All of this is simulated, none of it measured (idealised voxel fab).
Module name: voxel ribs on slabs (process module)
Section cut is 290 nm wide and gridded with 5 nm square cells.
Square cells in a grid make up a cross-section in this document, and the grid is given as bands, listed from the top down, each one or more rows of cells.
Within each band entry, the heights of the top and of the bottom of the band appear first, in that order and in nm; the materials of the band then follow from left to right, each with its corresponding width in nm. The designation "edge to edge" on a single material indicates that it fills the band from edge to edge; the designation "air" indicates empty space.
A quick word on heights: they are counted from 0, and under that level the wafer as it came to us is one material throughout. The lowest band is different from the rest in having no bottom; it simply continues downward, written as in "z 0 and below".
Note: "30 to 40" means the width goes from the first number (top row of the band) to the second number (bottom row) in equal steps per row of cells.
No cell of the cross-section changed in a step that is given as "same as before".
Empty spaces without an open route to the top, at least 8 cells in extent, make up the entry "Enclosed internal voids"; each is given as width x height at distance, where the distance is measured from the left edge, and all are in nm.
after a step's settings: what the simulator itself notes on the step
You can add "overlay nm" to a step's line. For a step with a mask, it describes how far the mask lay to the right of its planned position, and a negative number describes a lay to the left.
Note: before/after cross-section pairs follow, one process step per pair, after-side truncated at the lowest changed band, step and settings given beneath. Different runs of this module on the same starting wafer may supply the pairs; a pair continues the one above only where the "Pre-step view" entry says so.

# Pre-step view
  z 0 and below  Si edge to edge
  Enclosed internal voids: none

# As Processed
  z 20 to 0  SiO2 edge to edge
  Nothing below the height 0 has changed.
  Enclosed internal voids: none
Processing between the before and after sections above: DIRECTIONAL_DEP: material SiO2, thk nm 20

Pre-step view: starting point is the after cross-section of the pair just above.

# As Processed
  z 35 to 20  polySi edge to edge
  Nothing below the height 20 has changed.
  Enclosed internal voids: none
Processing between the before and after sections above: DIRECTIONAL_DEP: material polySi, thk nm 15

Pre-step view: starting point is the after cross-section of the pair just above.

# As Processed
  z 35 to 25  air 135, polySi 20, air 135
  Nothing below the height 25 has changed.
  Enclosed internal voids: none
Processing between the before and after sections above: MASKED_ETCH: tone cover, mask id RIB, width nm 20, etch materials polySi, depth nm 10, overlay nm 0

Pre-step view: starting point is the after cross-section of the pair just above.

# As Processed
  z 35 to 25  air 135, polySi 20, air 135
  z 25 to 20  air 115, polySi 60, air 115
  Nothing below the height 20 has changed.
  Enclosed internal voids: none
Processing between the before and after sections above: MASKED_ETCH: tone cover, mask id SLAB, width nm 60, etch materials polySi, depth nm 5, overlay nm 0

Pre-step view: starting point is the after cross-section of the pair just above.

# As Processed
  z 60 to 35  SiO2 edge to edge
  z 35 to 25  SiO2 135, polySi 20, SiO2 135
  z 25 to 20  SiO2 115, polySi 60, SiO2 115
  Nothing below the height 20 has changed.
  Enclosed internal voids: none
Processing between the before and after sections above: FILL_DEP: material SiO2, thk nm 25

Pre-step view: starting point is the after cross-section of the pair just above.

# As Processed
  z 55 to 35  SiO2 edge to edge
  Nothing below the height 35 has changed.
  Enclosed internal voids: none
Processing between the before and after sections above: CMP: height nm 55

Pre-step view: starting point is the after cross-section of the pair just above.

# As Processed
  z 65 to 55  TiN edge to edge
  Nothing below the height 55 has changed.
  Enclosed internal voids: none
Processing between the before and after sections above: DIRECTIONAL_DEP: material TiN, thk nm 10

Pre-step view: starting point is the after cross-section of the pair just above.

# As Processed
  z 80 to 65  aC edge to edge
  Nothing below the height 65 has changed.
  Enclosed internal voids: none
Processing between the before and after sections above: DIRECTIONAL_DEP: material aC, thk nm 15

Pre-step view: starting point is the after cross-section of the pair just above.

# As Processed
  z 110 to 80  air 130, resist 30, air 130
  Nothing below the height 80 has changed.
  Enclosed internal voids: none
Processing between the before and after sections above: PATTERN: tone cover, mask id HEATER, material resist, width nm 30, thk nm 30, overlay nm 0

Pre-step view: starting point is the after cross-section of the pair just above.

# As Processed
  z 95 to 80  air 130, resist 30, air 130
  z 80 to 65  air 130, aC 30, air 130
  Nothing below the height 65 has changed.
  Enclosed internal voids: none
Processing between the before and after sections above: DIRECTIONAL_ETCH: etch materials aC, depth nm 15

Pre-step view: starting point is the after cross-section of the pair just above.

# As Processed
  z 80 to 65  air 130, aC 30, air 130
  Nothing below the height 65 has changed.
  Enclosed internal voids: none
Processing between the before and after sections above: STRIP: etch materials resist

Pre-step view: starting point is the after cross-section of the pair just above.

# As Processed
  z 80 to 65  air 130, aC 30, air 130
  z 65 to 55  air 130, TiN 30, air 130
  Nothing below the height 55 has changed.
  Enclosed internal voids: none
Processing between the before and after sections above: DIRECTIONAL_ETCH: etch materials TiN, depth nm 10

Pre-step view: starting point is the after cross-section of the pair just above.

# As Processed
  z 65 to 55  air 130, TiN 30, air 130
  Nothing below the height 55 has changed.
  Enclosed internal voids: none
Processing between the before and after sections above: STRIP: etch materials aC

Pre-step view: starting point is the after cross-section of the pair just above.

# As Processed
  z 70 to 65  air 125, SiO2 40, air 125
  z 65 to 60  air 125, SiO2 5, TiN 30, SiO2 5, air 125
  z 60 to 55  SiO2 130, TiN 30, SiO2 130
  Nothing below the height 55 has changed.
  Enclosed internal voids: none
Processing between the before and after sections above: CONFORMAL_DEP: material SiO2, thk nm 5

# Pre-step view
  z 35 to 20  polySi edge to edge
  z 20 to 0  SiO2 edge to edge
  z 0 and below  Si edge to edge
  Enclosed internal voids: none

# As Processed
  z 50 to 20  polySi edge to edge
  Nothing below the height 20 has changed.
  Enclosed internal voids: none
Processing between the before and after sections above: DIRECTIONAL_DEP: material polySi, thk nm 15

Pre-step view: starting point is the after cross-section of the pair just above.

# As Processed
  z 50 to 40  air 135, polySi 20, air 135
  Nothing below the height 40 has changed.
  Enclosed internal voids: none
Processing between the before and after sections above: MASKED_ETCH: tone cover, mask id RIB, width nm 20, etch materials polySi, depth nm 10, overlay nm 0

Pre-step view: starting point is the after cross-section of the pair just above.

# As Processed
  z 50 to 40  air 135, polySi 20, air 135
  z 40 to 35  air 115, polySi 60, air 115
  Nothing below the height 35 has changed.
  Enclosed internal voids: none
Processing between the before and after sections above: MASKED_ETCH: tone cover, mask id SLAB, width nm 60, etch materials polySi, depth nm 5, overlay nm 0

Pre-step view: starting point is the after cross-section of the pair just above.

# As Processed
  z 75 to 50  SiO2 edge to edge
  z 50 to 40  SiO2 135, polySi 20, SiO2 135
  z 40 to 35  SiO2 115, polySi 60, SiO2 115
  Nothing below the height 35 has changed.
  Enclosed internal voids: none
Processing between the before and after sections above: FILL_DEP: material SiO2, thk nm 25

Pre-step view: starting point is the after cross-section of the pair just above.

# As Processed
  z 55 to 50  SiO2 edge to edge
  Nothing below the height 50 has changed.
  Enclosed internal voids: none
Processing between the before and after sections above: CMP: height nm 55

Pre-step view: starting point is the after cross-section of the pair just above.

# As Processed
  z 65 to 55  TiN edge to edge
  Nothing below the height 55 has changed.
  Enclosed internal voids: none
Processing between the before and after sections above: DIRECTIONAL_DEP: material TiN, thk nm 10

Pre-step view: starting point is the after cross-section of the pair just above.

# As Processed
  z 80 to 65  aC edge to edge
  Nothing below the height 65 has changed.
  Enclosed internal voids: none
Processing between the before and after sections above: DIRECTIONAL_DEP: material aC, thk nm 15

Pre-step view: starting point is the after cross-section of the pair just above.

# As Processed
  z 110 to 80  air 130, resist 30, air 130
  Nothing below the height 80 has changed.
  Enclosed internal voids: none
Processing between the before and after sections above: PATTERN: tone cover, mask id HEATER, material resist, width nm 30, thk nm 30, overlay nm 0

Pre-step view: starting point is the after cross-section of the pair just above.

# As Processed
  z 95 to 80  air 130, resist 30, air 130
  z 80 to 65  air 130, aC 30, air 130
  Nothing below the height 65 has changed.
  Enclosed internal voids: none
Processing between the before and after sections above: DIRECTIONAL_ETCH: etch materials aC, depth nm 15

Pre-step view: starting point is the after cross-section of the pair just above.

# As Processed
  z 80 to 65  air 130, aC 30, air 130
  Nothing below the height 65 has changed.
  Enclosed internal voids: none
Processing between the before and after sections above: STRIP: etch materials resist

Pre-step view: starting point is the after cross-section of the pair just above.

# As Processed
  z 80 to 65  air 130, aC 30, air 130
  z 65 to 55  air 130, TiN 30, air 130
  Nothing below the height 55 has changed.
  Enclosed internal voids: none
Processing between the before and after sections above: DIRECTIONAL_ETCH: etch materials TiN, depth nm 10

Pre-step view: starting point is the after cross-section of the pair just above.

# As Processed
  z 65 to 55  air 130, TiN 30, air 130
  Nothing below the height 55 has changed.
  Enclosed internal voids: none
Processing between the before and after sections above: STRIP: etch materials aC

Pre-step view: starting point is the after cross-section of the pair just above.

# As Processed
  z 70 to 65  air 125, SiO2 40, air 125
  z 65 to 60  air 125, SiO2 5, TiN 30, SiO2 5, air 125
  z 60 to 55  SiO2 130, TiN 30, SiO2 130
  Nothing below the height 55 has changed.
  Enclosed internal voids: none
Processing between the before and after sections above: CONFORMAL_DEP: material SiO2, thk nm 5

# Pre-step view
  z 0 and below  Si edge to edge
  Enclosed internal voids: none

# As Processed
  z 15 to 0  polySi edge to edge
  Nothing below the height 0 has changed.
  Enclosed internal voids: none
Processing between the before and after sections above: DIRECTIONAL_DEP: material polySi, thk nm 15

Pre-step view: starting point is the after cross-section of the pair just above.

# As Processed
  z 35 to 15  SiO2 edge to edge
  Nothing below the height 15 has changed.
  Enclosed internal voids: none
Processing between the before and after sections above: DIRECTIONAL_DEP: material SiO2, thk nm 20

Pre-step view: starting point is the after cross-section of the pair just above.

# As Processed
  z 60 to 15  SiO2 edge to edge
  Nothing below the height 15 has changed.
  Enclosed internal voids: none
Processing between the before and after sections above: FILL_DEP: material SiO2, thk nm 25

Pre-step view: starting point is the after cross-section of the pair just above.

# As Processed
  z 55 to 15  SiO2 edge to edge
  Nothing below the height 15 has changed.
  Enclosed internal voids: none
Processing between the before and after sections above: CMP: height nm 55

Pre-step view: starting point is the after cross-section of the pair just above.

# As Processed
  z 65 to 55  TiN edge to edge
  Nothing below the height 55 has changed.
  Enclosed internal voids: none
Processing between the before and after sections above: DIRECTIONAL_DEP: material TiN, thk nm 10

Pre-step view: starting point is the after cross-section of the pair just above.

# As Processed
  z 80 to 65  aC edge to edge
  Nothing below the height 65 has changed.
  Enclosed internal voids: none
Processing between the before and after sections above: DIRECTIONAL_DEP: material aC, thk nm 15

Pre-step view: starting point is the after cross-section of the pair just above.

# As Processed
  z 110 to 80  air 130, resist 30, air 130
  Nothing below the height 80 has changed.
  Enclosed internal voids: none
Processing between the before and after sections above: PATTERN: tone cover, mask id HEATER, material resist, width nm 30, thk nm 30, overlay nm 0

Pre-step view: starting point is the after cross-section of the pair just above.

# As Processed
  z 95 to 80  air 130, resist 30, air 130
  z 80 to 65  air 130, aC 30, air 130
  Nothing below the height 65 has changed.
  Enclosed internal voids: none
Processing between the before and after sections above: DIRECTIONAL_ETCH: etch materials aC, depth nm 15

Pre-step view: starting point is the after cross-section of the pair just above.

# As Processed
  z 80 to 65  air 130, aC 30, air 130
  Nothing below the height 65 has changed.
  Enclosed internal voids: none
Processing between the before and after sections above: STRIP: etch materials resist

Pre-step view: starting point is the after cross-section of the pair just above.

# As Processed
  z 80 to 65  air 130, aC 30, air 130
  z 65 to 55  air 130, TiN 30, air 130
  Nothing below the height 55 has changed.
  Enclosed internal voids: none
Processing between the before and after sections above: DIRECTIONAL_ETCH: etch materials TiN, depth nm 10

Pre-step view: starting point is the after cross-section of the pair just above.

# As Processed
  z 65 to 55  air 130, TiN 30, air 130
  Nothing below the height 55 has changed.
  Enclosed internal voids: none
Processing between the before and after sections above: STRIP: etch materials aC

Pre-step view: starting point is the after cross-section of the pair just above.

# As Processed
  z 70 to 65  air 125, SiO2 40, air 125
  z 65 to 60  air 125, SiO2 5, TiN 30, SiO2 5, air 125
  z 60 to 55  SiO2 130, TiN 30, SiO2 130
  Nothing below the height 55 has changed.
  Enclosed internal voids: none
Processing between the before and after sections above: CONFORMAL_DEP: material SiO2, thk nm 5

# Pre-step view
  z 0 and below  Si edge to edge
  Enclosed internal voids: none

# As Processed
  z 15 to 0  SiO2 edge to edge
  Nothing below the height 0 has changed.
  Enclosed internal voids: none
Processing between the before and after sections above: DIRECTIONAL_DEP: material SiO2, thk nm 15

Pre-step view: starting point is the after cross-section of the pair just above.

# As Processed
  z 30 to 15  polySi edge to edge
  Nothing below the height 15 has changed.
  Enclosed internal voids: none
Processing between the before and after sections above: DIRECTIONAL_DEP: material polySi, thk nm 15

Pre-step view: starting point is the after cross-section of the pair just above.

# As Processed
  z 30 to 20  air 135, polySi 20, air 135
  Nothing below the height 20 has changed.
  Enclosed internal voids: none
Processing between the before and after sections above: MASKED_ETCH: tone cover, mask id RIB, width nm 20, etch materials polySi, depth nm 10, overlay nm 0

Pre-step view: starting point is the after cross-section of the pair just above.

# As Processed
  z 30 to 20  air 135, polySi 20, air 135
  z 20 to 15  air 115, polySi 60, air 115
  Nothing below the height 15 has changed.
  Enclosed internal voids: none
Processing between the before and after sections above: MASKED_ETCH: tone cover, mask id SLAB, width nm 60, etch materials polySi, depth nm 5, overlay nm 0

Pre-step view: starting point is the after cross-section of the pair just above.

# As Processed
  z 55 to 30  SiO2 edge to edge
  z 30 to 20  SiO2 135, polySi 20, SiO2 135
  z 20 to 15  SiO2 115, polySi 60, SiO2 115
  Nothing below the height 15 has changed.
  Enclosed internal voids: none
Processing between the before and after sections above: FILL_DEP: material SiO2, thk nm 25

Pre-step view: starting point is the after cross-section of the pair just above.

# As Processed
  z 65 to 55  TiN edge to edge
  Nothing below the height 55 has changed.
  Enclosed internal voids: none
Processing between the before and after sections above: DIRECTIONAL_DEP: material TiN, thk nm 10

Pre-step view: starting point is the after cross-section of the pair just above.

# As Processed
  z 80 to 65  aC edge to edge
  Nothing below the height 65 has changed.
  Enclosed internal voids: none
Processing between the before and after sections above: DIRECTIONAL_DEP: material aC, thk nm 15

Pre-step view: starting point is the after cross-section of the pair just above.

# As Processed
  z 110 to 80  air 130, resist 30, air 130
  Nothing below the height 80 has changed.
  Enclosed internal voids: none
Processing between the before and after sections above: PATTERN: tone cover, mask id HEATER, material resist, width nm 30, thk nm 30, overlay nm 0

Pre-step view: starting point is the after cross-section of the pair just above.

# As Processed
  z 95 to 80  air 130, resist 30, air 130
  z 80 to 65  air 130, aC 30, air 130
  Nothing below the height 65 has changed.
  Enclosed internal voids: none
Processing between the before and after sections above: DIRECTIONAL_ETCH: etch materials aC, depth nm 15

Pre-step view: starting point is the after cross-section of the pair just above.

# As Processed
  z 80 to 65  air 130, aC 30, air 130
  Nothing below the height 65 has changed.
  Enclosed internal voids: none
Processing between the before and after sections above: STRIP: etch materials resist

Pre-step view: starting point is the after cross-section of the pair just above.

# As Processed
  z 80 to 65  air 130, aC 30, air 130
  z 65 to 55  air 130, TiN 30, air 130
  Nothing below the height 55 has changed.
  Enclosed internal voids: none
Processing between the before and after sections above: DIRECTIONAL_ETCH: etch materials TiN, depth nm 10

Pre-step view: starting point is the after cross-section of the pair just above.

# As Processed
  z 65 to 55  air 130, TiN 30, air 130
  Nothing below the height 55 has changed.
  Enclosed internal voids: none
Processing between the before and after sections above: STRIP: etch materials aC

Pre-step view: starting point is the after cross-section of the pair just above.

# As Processed
  z 70 to 65  air 125, SiO2 40, air 125
  z 65 to 60  air 125, SiO2 5, TiN 30, SiO2 5, air 125
  z 60 to 55  SiO2 130, TiN 30, SiO2 130
  Nothing below the height 55 has changed.
  Enclosed internal voids: none
Processing between the before and after sections above: CONFORMAL_DEP: material SiO2, thk nm 5

# Pre-step view
  z 35 to 20  polySi edge to edge
  z 20 to 0  SiO2 edge to edge
  z 0 and below  Si edge to edge
  Enclosed internal voids: none

# As Processed
  z 35 to 25  air 135, polySi 25, air 130
  Nothing below the height 25 has changed.
  Enclosed internal voids: none
Processing between the before and after sections above: MASKED_ETCH: tone cover, mask id RIB, width nm 25, etch materials polySi, depth nm 10, overlay nm 0

Pre-step view: starting point is the after cross-section of the pair just above.

# As Processed
  z 35 to 25  air 135, polySi 25, air 130
  z 25 to 20  air 115, polySi 60, air 115
  Nothing below the height 20 has changed.
  Enclosed internal voids: none
Processing between the before and after sections above: MASKED_ETCH: tone cover, mask id SLAB, width nm 60, etch materials polySi, depth nm 5, overlay nm 0

Pre-step view: starting point is the after cross-section of the pair just above.

# As Processed
  z 60 to 35  SiO2 edge to edge
  z 35 to 25  SiO2 135, polySi 25, SiO2 130
  z 25 to 20  SiO2 115, polySi 60, SiO2 115
  Nothing below the height 20 has changed.
  Enclosed internal voids: none
Processing between the before and after sections above: FILL_DEP: material SiO2, thk nm 25

Pre-step view: starting point is the after cross-section of the pair just above.

# As Processed
  z 55 to 35  SiO2 edge to edge
  Nothing below the height 35 has changed.
  Enclosed internal voids: none
Processing between the before and after sections above: CMP: height nm 55

Pre-step view: starting point is the after cross-section of the pair just above.

# As Processed
  z 65 to 55  TiN edge to edge
  Nothing below the height 55 has changed.
  Enclosed internal voids: none
Processing between the before and after sections above: DIRECTIONAL_DEP: material TiN, thk nm 10

Pre-step view: starting point is the after cross-section of the pair just above.

# As Processed
  z 80 to 65  aC edge to edge
  Nothing below the height 65 has changed.
  Enclosed internal voids: none
Processing between the before and after sections above: DIRECTIONAL_DEP: material aC, thk nm 15

Pre-step view: starting point is the after cross-section of the pair just above.

# As Processed
  z 110 to 80  air 130, resist 30, air 130
  Nothing below the height 80 has changed.
  Enclosed internal voids: none
Processing between the before and after sections above: PATTERN: tone cover, mask id HEATER, material resist, width nm 30, thk nm 30, overlay nm 0

Pre-step view: starting point is the after cross-section of the pair just above.

# As Processed
  z 95 to 80  air 130, resist 30, air 130
  z 80 to 65  air 130, aC 30, air 130
  Nothing below the height 65 has changed.
  Enclosed internal voids: none
Processing between the before and after sections above: DIRECTIONAL_ETCH: etch materials aC, depth nm 15

Pre-step view: starting point is the after cross-section of the pair just above.

# As Processed
  z 80 to 65  air 130, aC 30, air 130
  Nothing below the height 65 has changed.
  Enclosed internal voids: none
Processing between the before and after sections above: STRIP: etch materials resist

Pre-step view: starting point is the after cross-section of the pair just above.

# As Processed
  z 80 to 65  air 130, aC 30, air 130
  z 65 to 55  air 130, TiN 30, air 130
  Nothing below the height 55 has changed.
  Enclosed internal voids: none
Processing between the before and after sections above: DIRECTIONAL_ETCH: etch materials TiN, depth nm 10

Pre-step view: starting point is the after cross-section of the pair just above.

# As Processed
  z 65 to 55  air 130, TiN 30, air 130
  Nothing below the height 55 has changed.
  Enclosed internal voids: none
Processing between the before and after sections above: STRIP: etch materials aC

Pre-step view: starting point is the after cross-section of the pair just above.

# As Processed
  z 70 to 65  air 125, SiO2 40, air 125
  z 65 to 60  air 125, SiO2 5, TiN 30, SiO2 5, air 125
  z 60 to 55  SiO2 130, TiN 30, SiO2 130
  Nothing below the height 55 has changed.
  Enclosed internal voids: none
Processing between the before and after sections above: CONFORMAL_DEP: material SiO2, thk nm 5

# Pre-step view
  z 80 to 65  aC edge to edge
  z 65 to 55  TiN edge to edge
  z 55 to 35  SiO2 edge to edge
  z 35 to 25  SiO2 135, polySi 20, SiO2 135
  z 25 to 20  SiO2 115, polySi 60, SiO2 115
  z 20 to 0  SiO2 edge to edge
  z 0 and below  Si edge to edge
  Enclosed internal voids: none

# As Processed
  z 110 to 80  air 135, resist 30, air 125
  Nothing below the height 80 has changed.
  Enclosed internal voids: none
Processing between the before and after sections above: PATTERN: tone cover, mask id HEATER, material resist, width nm 30, thk nm 30, overlay nm 5

Pre-step view: starting point is the after cross-section of the pair just above.

# As Processed
  z 95 to 80  air 135, resist 30, air 125
  z 80 to 65  air 135, aC 30, air 125
  Nothing below the height 65 has changed.
  Enclosed internal voids: none
Processing between the before and after sections above: DIRECTIONAL_ETCH: etch materials aC, depth nm 15

Pre-step view: starting point is the after cross-section of the pair just above.

# As Processed
  z 80 to 65  air 135, aC 30, air 125
  Nothing below the height 65 has changed.
  Enclosed internal voids: none
Processing between the before and after sections above: STRIP: etch materials resist

Pre-step view: starting point is the after cross-section of the pair just above.

# As Processed
  z 80 to 65  air 135, aC 30, air 125
  z 65 to 55  air 135, TiN 30, air 125
  Nothing below the height 55 has changed.
  Enclosed internal voids: none
Processing between the before and after sections above: DIRECTIONAL_ETCH: etch materials TiN, depth nm 10

Pre-step view: starting point is the after cross-section of the pair just above.

# As Processed
  z 65 to 55  air 135, TiN 30, air 125
  Nothing below the height 55 has changed.
  Enclosed internal voids: none
Processing between the before and after sections above: STRIP: etch materials aC

Pre-step view: starting point is the after cross-section of the pair just above.

# As Processed
  z 70 to 65  air 130, SiO2 40, air 120
  z 65 to 60  air 130, SiO2 5, TiN 30, SiO2 5, air 120
  z 60 to 55  SiO2 135, TiN 30, SiO2 125
  Nothing below the height 55 has changed.
  Enclosed internal voids: none
Processing between the before and after sections above: CONFORMAL_DEP: material SiO2, thk nm 5

# Pre-step view
  z 65 to 55  air 130, TiN 30, air 130
  z 55 to 35  SiO2 edge to edge
  z 35 to 25  SiO2 135, polySi 20, SiO2 135
  z 25 to 20  SiO2 115, polySi 60, SiO2 115
  z 20 to 0  SiO2 edge to edge
  z 0 and below  Si edge to edge
  Enclosed internal voids: none

# As Processed
  z 70 to 65  air 125, aC 40, air 125
  z 65 to 60  air 125, aC 5, TiN 30, aC 5, air 125
  z 60 to 55  aC 130, TiN 30, aC 130
  Nothing below the height 55 has changed.
  Enclosed internal voids: none
Processing between the before and after sections above: CONFORMAL_DEP: material aC, thk nm 5

# Pre-step view
  z 35 to 25  air 135, polySi 20, air 135
  z 25 to 20  polySi edge to edge
  z 20 to 0  SiO2 edge to edge
  z 0 and below  Si edge to edge
  Enclosed internal voids: none

# As Processed
  z 30 to 25  air 135, polySi 20, air 135
  z 25 to 20  polySi 115, air 20, polySi 20, air 20, polySi 115
  Nothing below the height 20 has changed.
  Enclosed internal voids: none
Processing between the before and after sections above: MASKED_ETCH: tone open, mask id SLAB, width nm 60, etch materials polySi, depth nm 5, overlay nm 0

Pre-step view: starting point is the after cross-section of the pair just above.

# As Processed
  z 55 to 30  SiO2 edge to edge
  z 30 to 25  SiO2 135, polySi 20, SiO2 135
  z 25 to 20  polySi 115, SiO2 20, polySi 20, SiO2 20, polySi 115
  Nothing below the height 20 has changed.
  Enclosed internal voids: none
Processing between the before and after sections above: FILL_DEP: material SiO2, thk nm 25

Pre-step view: starting point is the after cross-section of the pair just above.

# As Processed
  z 65 to 55  TiN edge to edge
  Nothing below the height 55 has changed.
  Enclosed internal voids: none
Processing between the before and after sections above: DIRECTIONAL_DEP: material TiN, thk nm 10

Pre-step view: starting point is the after cross-section of the pair just above.

# As Processed
  z 80 to 65  aC edge to edge
  Nothing below the height 65 has changed.
  Enclosed internal voids: none
Processing between the before and after sections above: DIRECTIONAL_DEP: material aC, thk nm 15

Pre-step view: starting point is the after cross-section of the pair just above.

# As Processed
  z 110 to 80  air 130, resist 30, air 130
  Nothing below the height 80 has changed.
  Enclosed internal voids: none
Processing between the before and after sections above: PATTERN: tone cover, mask id HEATER, material resist, width nm 30, thk nm 30, overlay nm 0

Pre-step view: starting point is the after cross-section of the pair just above.

# As Processed
  z 95 to 80  air 130, resist 30, air 130
  z 80 to 65  air 130, aC 30, air 130
  Nothing below the height 65 has changed.
  Enclosed internal voids: none
Processing between the before and after sections above: DIRECTIONAL_ETCH: etch materials aC, depth nm 15

Pre-step view: starting point is the after cross-section of the pair just above.

# As Processed
  z 80 to 65  air 130, aC 30, air 130
  Nothing below the height 65 has changed.
  Enclosed internal voids: none
Processing between the before and after sections above: STRIP: etch materials resist

Pre-step view: starting point is the after cross-section of the pair just above.

# As Processed
  z 80 to 65  air 130, aC 30, air 130
  z 65 to 55  air 130, TiN 30, air 130
  Nothing below the height 55 has changed.
  Enclosed internal voids: none
Processing between the before and after sections above: DIRECTIONAL_ETCH: etch materials TiN, depth nm 10

Pre-step view: starting point is the after cross-section of the pair just above.

# As Processed
  z 65 to 55  air 130, TiN 30, air 130
  Nothing below the height 55 has changed.
  Enclosed internal voids: none
Processing between the before and after sections above: STRIP: etch materials aC

Pre-step view: starting point is the after cross-section of the pair just above.

# As Processed
  z 70 to 65  air 125, SiO2 40, air 125
  z 65 to 60  air 125, SiO2 5, TiN 30, SiO2 5, air 125
  z 60 to 55  SiO2 130, TiN 30, SiO2 130
  Nothing below the height 55 has changed.
  Enclosed internal voids: none
Processing between the before and after sections above: CONFORMAL_DEP: material SiO2, thk nm 5
